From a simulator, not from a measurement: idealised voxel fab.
Process module heading - voxel ribs on slabs
FYI the section here is cut, 285 nm wide, cells are 5 nm squares.
Cross-sections here: square-cell grids, written as top-down lists of bands, a band being one or more rows of cells. Read a band's entry like this: the first values are the height of its top and the height of its bottom in nm, and what follows is the sequence of materials from left to right, each with its width in nm. Note that "empty" is empty space, and that a single material marked "throughout" reaches across the band from edge to edge. Heights are measured from 0, the level below which the as-received wafer is all one material; the lowest band has no bottom and continues downward, written as in "top 0, no bottom". A width such as "30..40" changes by the same amount from each row of cells to the next, from the band's top row to its bottom row. For the purposes of this document, the phrase "nothing different" attached to a step denotes that no cell within the cross-section was modified by that step. "Encapsulated voids": sealed empty spaces, 8 cells or more, no open way to top, listed width x height at distance, with distance from the left edge and width, height and distance in nm. Note: text after step settings on the step line = simulator remark on that step. What "overlay nm" on a step's line means: if the step has a mask, that mask lay this far to the right of its planned place, or, when the value is negative, to the left.

Listed below are the process steps as planned
| 1 | RECEIVE with material Si |
| 2 | DIRECTIONAL_DEP with material SiO2, thk nm 30 |
| 3 | DIRECTIONAL_DEP with material SiN, thk nm 25 |
| 4 | DIRECTIONAL_DEP with material aC, thk nm 10 |
| 5 | PATTERN with tone cover, mask id RIB, material resist, width nm 20, thk nm 25, overlay nm 0 |
| 6 | DIRECTIONAL_ETCH with etch materials aC, depth nm 10 |
| 7 | STRIP with etch materials resist |
| 8 | DIRECTIONAL_ETCH with etch materials SiN, depth nm 5 |
| 9 | STRIP with etch materials aC |
| 10 | MASKED_ETCH with tone cover, mask id SLAB, width nm 60, etch materials SiN, depth nm 20, overlay nm 0 |
| 11 | FILL_DEP with material SiO2, thk nm 25 |
| 12 | CMP with height nm 70 |
| 13 | DIRECTIONAL_DEP with material TiN, thk nm 10 |
| 14 | PATTERN with tone cover, mask id HEATER, material resist, width nm 40, thk nm 20, overlay nm 0 |
| 15 | DIRECTIONAL_ETCH with etch materials TiN, depth nm 10 |
| 16 | STRIP with etch materials resist |
| 17 | CONFORMAL_DEP with material SiN, thk nm 5 |
The width nm used in step 5 is not the same on every wafer, whereas the starting condition is; the value printed in the plan is the first wafer's.

As received, i.e. after step 1: cross-section through the first of several wafers
> top 0, no bottom | Si throughout
> Encapsulated voids: none

The figure below presents a cross-section of the first of several wafers at the conclusion of the module, following its last step, step 17
> top 85, bottom 80 | 115 empty / 50 SiN / 120 empty
> top 80, bottom 75 | 115 empty / 5 SiN / 40 TiN / 5 SiN / 120 empty
> top 75, bottom 70 | 120 SiN / 40 TiN / 125 SiN
> top 70, bottom 55 | SiO2 throughout
> top 55, bottom 50 | 130 SiO2 / 20 SiN / 135 SiO2
> top 50, bottom 30 | 110 SiO2 / 60 SiN / 115 SiO2
> top 30, bottom 0 | SiO2 throughout
> top 0, no bottom | Si throughout
> Encapsulated voids: none

Cross-section of the last wafer at end of module
> top 85, bottom 80 | 115 empty / 50 SiN / 120 empty
> top 80, bottom 75 | 115 empty / 5 SiN / 40 TiN / 5 SiN / 120 empty
> top 75, bottom 70 | 120 SiN / 40 TiN / 125 SiN
> top 70, bottom 55 | SiO2 throughout
> top 55, bottom 50 | 120 SiO2 / 45 SiN / 120 SiO2
> top 50, bottom 30 | 110 SiO2 / 60 SiN / 115 SiO2
> top 30, bottom 0 | SiO2 throughout
> top 0, no bottom | Si throughout
> Encapsulated voids: none

Here is how to read the rows: every wafer has a row, and it shows the wafer at the end of the module, giving for each material how many cells were gained (+) or lost (-) since the wafer was received, then listing its closed voids
width nm 20, +113 SiN, +746 SiO2, +16 TiN, Encapsulated voids: none
width nm 25, +114 SiN, +745 SiO2, +16 TiN, Encapsulated voids: none
width nm 30, +115 SiN, +744 SiO2, +16 TiN, Encapsulated voids: none
width nm 35, +116 SiN, +743 SiO2, +16 TiN, Encapsulated voids: none
width nm 40, +117 SiN, +742 SiO2, +16 TiN, Encapsulated voids: none
width nm 45, +118 SiN, +741 SiO2, +16 TiN, Encapsulated voids: none
